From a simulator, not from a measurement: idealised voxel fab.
You're looking at the process module voxel double patterning.
Xsec cut, 250 nm wide, square cell size 5 nm.
In what follows, cross-sections appear as grids of square cells, described through bands that run from the top down, where every band is one or more rows of cells. Quick guide to a band line: top height, bottom height (nm) up front; then every material left to right with its width in nm. Only one material and it's marked "all across"? Then it fills the band edge to edge. And "air" just means empty space. Heights from 0 (as-received wafer is one material below). Bottom band endless downward, as "0 -> down". The expression "30 to 40" gives the width at the extremes of the band, the first number at its top row of cells and the second at its bottom row, with the width changing by equal amounts from each row to the next in between. The cross-section has no changed cell in any step marked "nothing got changed". "Closed cavities" means: voids of 8 cells or more that are shut off from the top with no open way through. Written width x height at distance, distance from the left edge, in nm. Anything after a step's settings on that line? It's the simulator's own note about the step. Each step line may optionally specify "overlay nm", which for a step with a mask gives the rightward distance between the mask's planned place and where it lay, a negative value indicating the leftward direction.

SET OUT BELOW ARE THE PLANNED STEPS OF THE PROCESS
1: RECEIVE, material Si
2: CONFORMAL_DEP, material SiO2, thk nm 10
3: DIRECTIONAL_DEP, material W, thk nm 15
4: DIRECTIONAL_DEP, material SiN, thk nm 10
5: MASKED_ETCH, tone open, mask id FIRST, width nm 15, pitch nm 50, etch materials SiN, depth nm 10, overlay nm 0
6: MASKED_ETCH, tone open, mask id SECOND, width nm 15, etch materials SiN, depth nm 10, overlay nm 0
7: DIRECTIONAL_ETCH, etch materials W, depth nm 15
8: STRIP, etch materials SiN

AS-RECEIVED STATE OF THE WAFER IN CROSS-SECTION, EQUIVALENT TO POST-STEP 1
0 -> down = Si all across
Closed cavities: none

POST-MODULE CROSS-SECTION: IDENTICAL START AND PLAN TO THOSE ABOVE, ONE MISSTEP IN EXECUTION
25 -> 10 = W 90 nm, then air 20 nm, then W 5 nm, then air 15 nm, then W 10 nm, then air 20 nm, then W 90 nm
10 -> 0 = SiO2 all across
0 -> down = Si all across
Closed cavities: none
Plan not followed: planned and actual differ for step 5; actual: MASKED_ETCH, tone open, mask id FIRST, width nm 20, pitch nm 50, etch materials SiN, depth nm 10, overlay nm 0
